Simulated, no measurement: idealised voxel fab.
process module | voxel wiring stack
cross-section cut | 300 nm wide | cells 5 nm
A cross-section is a grid of square cells, given in bands from the top down. A band is one or more rows of cells.
Each band's line starts with the height of the band's top and of its bottom, in nm. Then come its materials from left to right, each with its width in nm. One material with "throughout" fills the band from edge to edge. "air" is empty space.
Height 0 is the level under which the wafer as received is all one material. The lowest band goes on downwards, as in "0 down".
A width such as "30 to 40" changes by the same amount from each row of cells to the next, from the band's top row to its bottom row.
"no change" after a step means that no cell of the cross-section changed.
closed voids: empty space of 8 cells or more with no open way to the top, each as width x height at its distance from the left edge, in nm
after a step's settings: what the simulator itself notes on the step
overlay nm, on a step with a mask: how far to the right of its planned place the mask lay; to the left if negative
plan
1 op RECEIVE | material Si
2 op CONFORMAL_DEP | material SiO2 | thk nm 10
3 op DIRECTIONAL_DEP | material TiN | thk nm 5
4 op DIRECTIONAL_DEP | material W | thk nm 20
5 op PATTERN | tone cover | mask id METAL_1 | material resist | width nm 30 | pitch nm 60 | thk nm 20 | overlay nm 0
6 op DIRECTIONAL_ETCH | etch materials W | depth nm 20
7 op DIRECTIONAL_ETCH | etch materials TiN | depth nm 5
8 op STRIP | etch materials resist
9 op CONFORMAL_DEP | material SiN | thk nm 5
10 op FILL_DEP | material SiO2 | thk nm 5
11 op CMP | height nm 35
12 op CONFORMAL_DEP | material SiCN | thk nm 5
13 op DIRECTIONAL_DEP | material SiO2 | thk nm 30
14 op MASKED_ETCH | tone open | mask id METAL_2_HOLES | width nm 15 | pitch nm 60 | etch materials SiO2 | depth nm 30 | overlay nm 0
15 op PATTERN | tone open | mask id METAL_2 | material resist | width nm 30 | pitch nm 60 | thk nm 15 | overlay nm 0
16 op DIRECTIONAL_ETCH | etch materials SiO2 | depth nm 15
17 op DIRECTIONAL_ETCH | etch materials SiCN | depth nm 5
18 op STRIP | etch materials resist
19 op CONFORMAL_DEP | material TiN | thk nm 5
20 op FILL_DEP | material Cu | thk nm 10
21 op CMP | height nm 70
22 op CONFORMAL_DEP | material SiCN | thk nm 5
as received, after step 1
  0 down: Si throughout
  closed voids: none
first wafer at the end, as planned
  75 to 70: SiCN throughout
  70 to 60: SiO2 75 | TiN 5 | Cu 20 | TiN 5 | SiO2 30 | TiN 5 | Cu 20 | TiN 5 | SiO2 30 | TiN 5 | Cu 20 | TiN 5 | SiO2 75
  60 to 55: SiO2 75 | TiN 5 | Cu 5 | TiN 20 | SiO2 30 | TiN 5 | Cu 5 | TiN 20 | SiO2 30 | TiN 5 | Cu 5 | TiN 20 | SiO2 75
  55 to 40: SiO2 75 | TiN 5 | Cu 5 | TiN 5 | SiO2 45 | TiN 5 | Cu 5 | TiN 5 | SiO2 45 | TiN 5 | Cu 5 | TiN 5 | SiO2 90
  40 to 35: SiCN 75 | TiN 15 | SiCN 45 | TiN 15 | SiCN 45 | TiN 15 | SiCN 90
  35 to 15: SiO2 70 | SiN 5 | W 30 | SiN 5 | SiO2 20 | SiN 5 | W 30 | SiN 5 | SiO2 20 | SiN 5 | W 30 | SiN 5 | SiO2 70
  15 to 10: SiN 75 | TiN 30 | SiN 30 | TiN 30 | SiN 30 | TiN 30 | SiN 75
  10 to 0: SiO2 throughout
  0 down: Si throughout
  closed voids: none
second wafer at the end: like start, like plan, one mistake
  75 to 70: SiCN throughout
  70 to 60: SiO2 75 | TiN 5 | Cu 20 | TiN 5 | SiO2 30 | TiN 5 | Cu 20 | TiN 5 | SiO2 30 | TiN 5 | Cu 20 | TiN 5 | SiO2 75
  60 to 55: SiO2 75 | TiN 5 | Cu 5 | TiN 20 | SiO2 30 | TiN 5 | Cu 5 | TiN 20 | SiO2 30 | TiN 5 | Cu 5 | TiN 20 | SiO2 75
  55 to 40: SiO2 75 | TiN 5 | Cu 5 | TiN 5 | SiO2 45 | TiN 5 | Cu 5 | TiN 5 | SiO2 45 | TiN 5 | Cu 5 | TiN 5 | SiO2 90
  40 to 35: SiCN 75 | TiN 15 | SiCN 45 | TiN 15 | SiCN 45 | TiN 15 | SiCN 90
  35 to 15: SiO2 65 | SiN 5 | W 40 | SiN 5 | SiO2 10 | SiN 5 | W 40 | SiN 5 | SiO2 10 | SiN 5 | W 40 | SiN 5 | SiO2 65
  15 to 10: SiN 70 | TiN 40 | SiN 20 | TiN 40 | SiN 20 | TiN 40 | SiN 70
  10 to 0: SiO2 throughout
  0 down: Si throughout
  closed voids: none
what went wrong: step 5 ran as: op PATTERN | tone cover | mask id METAL_1 | material resist | width nm 40 | pitch nm 60 | thk nm 20 | overlay nm 0
at the end the second wafer has, in cells: 6 fewer of SiN | 24 fewer of SiO2 | 6 more of TiN | 24 more of W
